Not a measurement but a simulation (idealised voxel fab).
process module | voxel transistor to metal
cross-section cut | 210 nm wide | cells 5 nm
A cross-section is a grid of square cells, given in bands from the top down. A band is one or more rows of cells.
Each band's line starts with the height of the band's top and of its bottom, in nm. Then come its materials from left to right, each with its width in nm. One material with "throughout" fills the band from edge to edge. "air" is empty space.
Height 0 is the level under which the wafer as received is all one material. The lowest band goes on downwards, as in "0 down".
A width such as "30 to 40" changes by the same amount from each row of cells to the next, from the band's top row to its bottom row.
"no change" after a step means that no cell of the cross-section changed.
closed voids: empty space of 8 cells or more with no open way to the top, each as width x height at its distance from the left edge, in nm
after a step's settings: what the simulator itself notes on the step
overlay nm, on a step with a mask: how far to the right of its planned place the mask lay; to the left if negative
plan
1 op RECEIVE | material Si
2 op CONFORMAL_DEP | material SiO2 | thk nm 5
3 op CONFORMAL_DEP | material SiN | thk nm 10
4 op DIRECTIONAL_DEP | material aC | thk nm 10
5 op PATTERN | tone cover | mask id ACTIVE | material resist | width nm 105 | thk nm 25 | overlay nm 0
6 op DIRECTIONAL_ETCH | etch materials aC | depth nm 10
7 op STRIP | etch materials resist
8 op DIRECTIONAL_ETCH | etch materials SiN | depth nm 10
9 op DIRECTIONAL_ETCH | etch materials SiO2 | depth nm 5
10 op DIRECTIONAL_ETCH | etch materials Si | depth nm 30
11 op STRIP | etch materials aC
12 op FILL_DEP | material SiO2 | thk nm 15
13 op CMP | height nm 15
14 op SELECTIVE_ETCH | etch materials SiO2 | depth nm 5
15 op STRIP | etch materials SiN
16 op SELECTIVE_ETCH | etch materials SiO2 | depth nm 5
17 op OXIDIZE | depth nm 5
18 op DIRECTIONAL_DEP | material polySi | thk nm 20
19 op DIRECTIONAL_DEP | material SiCN | thk nm 10
20 op DIRECTIONAL_DEP | material aC | thk nm 10
21 op PATTERN | tone cover | mask id GATE | material resist | width nm 15 | thk nm 30 | overlay nm 0
22 op DIRECTIONAL_ETCH | etch materials aC | depth nm 10
23 op STRIP | etch materials resist
24 op DIRECTIONAL_ETCH | etch materials SiCN | depth nm 20
25 op DIRECTIONAL_ETCH | etch materials polySi | depth nm 30
26 op STRIP | etch materials aC
27 op CONFORMAL_DEP | material SiN | thk nm 5
28 op DIRECTIONAL_ETCH | etch materials SiN | depth nm 5
29 op DIRECTIONAL_ETCH | etch materials SiO2 | depth nm 5
30 op EPI | material pSi | thk nm 5
31 op FILL_DEP | material SiO2 | thk nm 10
32 op CMP | height nm 30
33 op DIRECTIONAL_DEP | material SiO2 | thk nm 15
34 op PATTERN | tone open | mask id CONTACT | material resist | width nm 30 | pitch nm 55 | thk nm 20 | overlay nm 0
35 op DIRECTIONAL_ETCH | etch materials SiO2 | depth nm 45
36 op STRIP | etch materials resist
37 op CONFORMAL_DEP | material TiN | thk nm 5
38 op FILL_DEP | material W | thk nm 5
39 op CMP | height nm 45
40 op DIRECTIONAL_DEP | material TiN | thk nm 5
41 op DIRECTIONAL_DEP | material W | thk nm 25
42 op DIRECTIONAL_DEP | material aC | thk nm 15
43 op PATTERN | tone cover | mask id METAL_1 | material resist | width nm 15 | pitch nm 70 | thk nm 35 | overlay nm 0
44 op DIRECTIONAL_ETCH | etch materials aC | depth nm 15
45 op STRIP | etch materials resist
46 op DIRECTIONAL_ETCH | etch materials W | depth nm 25
47 op DIRECTIONAL_ETCH | etch materials TiN | depth nm 5
48 op STRIP | etch materials aC
49 op FILL_DEP | material SiO2 | thk nm 10
50 op CMP | height nm 75
51 op CONFORMAL_DEP | material SiN | thk nm 5
first wafer, as planned
as received, after step 1
  0 down: Si throughout
  closed voids: none
after step 2
  5 to 0: SiO2 throughout
  below 0: unchanged
after step 3
  15 to 5: SiN throughout
  below 5: unchanged
after step 4
  25 to 15: aC throughout
  below 15: unchanged
after step 5
  50 to 25: air 50 | resist 105 | air 55
  below 25: unchanged
after step 6
  40 to 25: air 50 | resist 105 | air 55
  25 to 15: air 50 | aC 105 | air 55
  below 15: unchanged
after step 7
  25 to 15: air 50 | aC 105 | air 55
  below 15: unchanged
after step 8
  25 to 15: air 50 | aC 105 | air 55
  15 to 5: air 50 | SiN 105 | air 55
  below 5: unchanged
after step 9
  25 to 15: air 50 | aC 105 | air 55
  15 to 5: air 50 | SiN 105 | air 55
  5 to 0: air 50 | SiO2 105 | air 55
  below 0: unchanged
after step 10
  25 to 15: air 50 | aC 105 | air 55
  15 to 5: air 50 | SiN 105 | air 55
  5 to 0: air 50 | SiO2 105 | air 55
  0 to -30: air 50 | Si 105 | air 55
  below -30: unchanged
after step 11
  15 to 5: air 50 | SiN 105 | air 55
  below 5: unchanged
after step 12
  30 to 15: SiO2 throughout
  15 to 5: SiO2 50 | SiN 105 | SiO2 55
  5 to 0: SiO2 throughout
  0 to -30: SiO2 50 | Si 105 | SiO2 55
  below -30: unchanged
after step 13
  15 to 5: SiO2 50 | SiN 105 | SiO2 55
  below 5: unchanged
after step 14
  15 to 10: air 50 | SiN 105 | air 55
  below 10: unchanged
after step 15
  10 to 5: SiO2 50 | air 105 | SiO2 55
  below 5: unchanged
after step 16
  5 to 0: SiO2 45 | air 115 | SiO2 50
  below 0: unchanged
after step 17
  5 to 0: SiO2 45 | air 115 | SiO2 50
  0 to -5: SiO2 throughout
  below -5: unchanged
after step 18
  25 to 20: polySi 45 | air 115 | polySi 50
  20 to 5: polySi throughout
  5 to 0: SiO2 45 | polySi 115 | SiO2 50
  below 0: unchanged
after step 19
  35 to 30: SiCN 45 | air 115 | SiCN 50
  30 to 25: SiCN throughout
  25 to 20: polySi 45 | SiCN 115 | polySi 50
  below 20: unchanged
after step 20
  45 to 40: aC 45 | air 115 | aC 50
  40 to 35: aC throughout
  35 to 30: SiCN 45 | aC 115 | SiCN 50
  below 30: unchanged
after step 21
  75 to 45: air 95 | resist 15 | air 100
  45 to 40: aC 45 | air 50 | resist 15 | air 50 | aC 50
  below 40: unchanged
after step 22
  65 to 40: air 95 | resist 15 | air 100
  40 to 35: air 95 | aC 15 | air 100
  35 to 30: SiCN 45 | air 50 | aC 15 | air 50 | SiCN 50
  below 30: unchanged
after step 23
  40 to 35: air 95 | aC 15 | air 100
  below 35: unchanged
after step 24
  40 to 30: air 95 | aC 15 | air 100
  30 to 25: air 95 | SiCN 15 | air 100
  25 to 20: polySi 45 | air 50 | SiCN 15 | air 50 | polySi 50
  below 20: unchanged
after step 25
  40 to 30: air 95 | aC 15 | air 100
  30 to 20: air 95 | SiCN 15 | air 100
  20 to 5: air 95 | polySi 15 | air 100
  5 to 0: SiO2 45 | air 50 | polySi 15 | air 50 | SiO2 50
  below 0: unchanged
after step 26
  30 to 20: air 95 | SiCN 15 | air 100
  below 20: unchanged
after step 27
  35 to 30: air 90 | SiN 25 | air 95
  30 to 20: air 90 | SiN 5 | SiCN 15 | SiN 5 | air 95
  20 to 10: air 90 | SiN 5 | polySi 15 | SiN 5 | air 95
  10 to 5: SiN 50 | air 40 | SiN 5 | polySi 15 | SiN 5 | air 40 | SiN 55
  5 to 0: SiO2 45 | SiN 50 | polySi 15 | SiN 50 | SiO2 50
  below 0: unchanged
after step 28
  30 to 20: air 90 | SiN 5 | SiCN 15 | SiN 5 | air 95
  20 to 5: air 90 | SiN 5 | polySi 15 | SiN 5 | air 95
  5 to 0: SiO2 45 | SiN 5 | air 40 | SiN 5 | polySi 15 | SiN 5 | air 40 | SiN 5 | SiO2 50
  below 0: unchanged
after step 29
  30 to 20: air 90 | SiN 5 | SiCN 15 | SiN 5 | air 95
  20 to 5: air 90 | SiN 5 | polySi 15 | SiN 5 | air 95
  5 to 0: air 45 | SiN 5 | air 40 | SiN 5 | polySi 15 | SiN 5 | air 40 | SiN 5 | air 50
  0 to -5: SiO2 50 | air 40 | SiO2 25 | air 40 | SiO2 55
  below -5: unchanged
after step 30
  30 to 20: air 90 | SiN 5 | SiCN 15 | SiN 5 | air 95
  20 to 5: air 90 | SiN 5 | polySi 15 | SiN 5 | air 95
  5 to 0: air 45 | SiN 5 | air 40 | SiN 5 | polySi 15 | SiN 5 | air 40 | SiN 5 | air 50
  0 to -5: SiO2 50 | pSi 40 | SiO2 25 | pSi 40 | SiO2 55
  below -5: unchanged
after step 31
  40 to 30: SiO2 throughout
  30 to 20: SiO2 90 | SiN 5 | SiCN 15 | SiN 5 | SiO2 95
  20 to 5: SiO2 90 | SiN 5 | polySi 15 | SiN 5 | SiO2 95
  5 to 0: SiO2 45 | SiN 5 | SiO2 40 | SiN 5 | polySi 15 | SiN 5 | SiO2 40 | SiN 5 | SiO2 50
  below 0: unchanged
after step 32
  30 to 20: SiO2 90 | SiN 5 | SiCN 15 | SiN 5 | SiO2 95
  below 20: unchanged
after step 33
  45 to 30: SiO2 throughout
  below 30: unchanged
after step 34
  65 to 45: resist 60 | air 30 | resist 25 | air 30 | resist 65
  below 45: unchanged
after step 35
  65 to 45: resist 60 | air 30 | resist 25 | air 30 | resist 65
  45 to 30: SiO2 60 | air 30 | SiO2 25 | air 30 | SiO2 65
  30 to 20: SiO2 60 | air 30 | SiN 5 | SiCN 15 | SiN 5 | air 30 | SiO2 65
  20 to 5: SiO2 60 | air 30 | SiN 5 | polySi 15 | SiN 5 | air 30 | SiO2 65
  5 to 0: SiO2 45 | SiN 5 | SiO2 10 | air 30 | SiN 5 | polySi 15 | SiN 5 | air 30 | SiO2 10 | SiN 5 | SiO2 50
  below 0: unchanged
after step 36
  45 to 30: SiO2 60 | air 30 | SiO2 25 | air 30 | SiO2 65
  below 30: unchanged
after step 37
  50 to 45: TiN 65 | air 20 | TiN 35 | air 20 | TiN 70
  45 to 30: SiO2 60 | TiN 5 | air 20 | TiN 5 | SiO2 25 | TiN 5 | air 20 | TiN 5 | SiO2 65
  30 to 20: SiO2 60 | TiN 5 | air 20 | TiN 5 | SiN 5 | SiCN 15 | SiN 5 | TiN 5 | air 20 | TiN 5 | SiO2 65
  20 to 5: SiO2 60 | TiN 5 | air 20 | TiN 5 | SiN 5 | polySi 15 | SiN 5 | TiN 5 | air 20 | TiN 5 | SiO2 65
  5 to 0: SiO2 45 | SiN 5 | SiO2 10 | TiN 30 | SiN 5 | polySi 15 | SiN 5 | TiN 30 | SiO2 10 | SiN 5 | SiO2 50
  below 0: unchanged
after step 38
  55 to 50: W throughout
  50 to 45: TiN 65 | W 20 | TiN 35 | W 20 | TiN 70
  45 to 30: SiO2 60 | TiN 5 | W 20 | TiN 5 | SiO2 25 | TiN 5 | W 20 | TiN 5 | SiO2 65
  30 to 20: SiO2 60 | TiN 5 | W 20 | TiN 5 | SiN 5 | SiCN 15 | SiN 5 | TiN 5 | W 20 | TiN 5 | SiO2 65
  20 to 5: SiO2 60 | TiN 5 | W 20 | TiN 5 | SiN 5 | polySi 15 | SiN 5 | TiN 5 | W 20 | TiN 5 | SiO2 65
  below 5: unchanged
after step 39
  45 to 30: SiO2 60 | TiN 5 | W 20 | TiN 5 | SiO2 25 | TiN 5 | W 20 | TiN 5 | SiO2 65
  below 30: unchanged
after step 40
  50 to 45: TiN throughout
  below 45: unchanged
after step 41
  75 to 50: W throughout
  below 50: unchanged
after step 42
  90 to 75: aC throughout
  below 75: unchanged
after step 43
  125 to 90: air 60 | resist 15 | air 55 | resist 15 | air 65
  below 90: unchanged
after step 44
  110 to 90: air 60 | resist 15 | air 55 | resist 15 | air 65
  90 to 75: air 60 | aC 15 | air 55 | aC 15 | air 65
  below 75: unchanged
after step 45
  90 to 75: air 60 | aC 15 | air 55 | aC 15 | air 65
  below 75: unchanged
after step 46
  90 to 75: air 60 | aC 15 | air 55 | aC 15 | air 65
  75 to 50: air 60 | W 15 | air 55 | W 15 | air 65
  below 50: unchanged
after step 47
  90 to 75: air 60 | aC 15 | air 55 | aC 15 | air 65
  75 to 50: air 60 | W 15 | air 55 | W 15 | air 65
  50 to 45: air 60 | TiN 15 | air 55 | TiN 15 | air 65
  below 45: unchanged
after step 48
  75 to 50: air 60 | W 15 | air 55 | W 15 | air 65
  below 50: unchanged
after step 49
  85 to 75: SiO2 throughout
  75 to 50: SiO2 60 | W 15 | SiO2 55 | W 15 | SiO2 65
  50 to 45: SiO2 60 | TiN 15 | SiO2 55 | TiN 15 | SiO2 65
  below 45: unchanged
after step 50
  75 to 50: SiO2 60 | W 15 | SiO2 55 | W 15 | SiO2 65
  below 50: unchanged
after step 51
  80 to 75: SiN throughout
  below 75: unchanged
second wafer: like start, like plan, one mistake. Through step 42 it matches the first wafer
when step 43 should have ended
  125 to 90: resist 60 | air 15 | resist 55 | air 15 | resist 65
  below 90: unchanged
when step 44 should have ended
  110 to 90: resist 60 | air 15 | resist 55 | air 15 | resist 65
  90 to 75: aC 60 | air 15 | aC 55 | air 15 | aC 65
  below 75: unchanged
when step 45 should have ended
  90 to 75: aC 60 | air 15 | aC 55 | air 15 | aC 65
  below 75: unchanged
when step 46 should have ended
  90 to 75: aC 60 | air 15 | aC 55 | air 15 | aC 65
  75 to 50: W 60 | air 15 | W 55 | air 15 | W 65
  below 50: unchanged
when step 47 should have ended
  90 to 75: aC 60 | air 15 | aC 55 | air 15 | aC 65
  75 to 50: W 60 | air 15 | W 55 | air 15 | W 65
  50 to 45: TiN 60 | air 15 | TiN 55 | air 15 | TiN 65
  below 45: unchanged
when step 48 should have ended
  75 to 50: W 60 | air 15 | W 55 | air 15 | W 65
  below 50: unchanged
when step 49 should have ended
  85 to 75: SiO2 throughout
  75 to 50: W 60 | SiO2 15 | W 55 | SiO2 15 | W 65
  50 to 45: TiN 60 | SiO2 15 | TiN 55 | SiO2 15 | TiN 65
  below 45: unchanged
when step 50 should have ended
  75 to 50: W 60 | SiO2 15 | W 55 | SiO2 15 | W 65
  below 50: unchanged
when step 51 should have ended
  80 to 75: SiN throughout
  below 75: unchanged
what went wrong: step 43 ran as: op PATTERN | tone open | mask id METAL_1 | material resist | width nm 15 | pitch nm 70 | thk nm 35 | overlay nm 0
at the end the second wafer has, in cells: 180 fewer of SiO2 | 30 more of TiN | 150 more of W
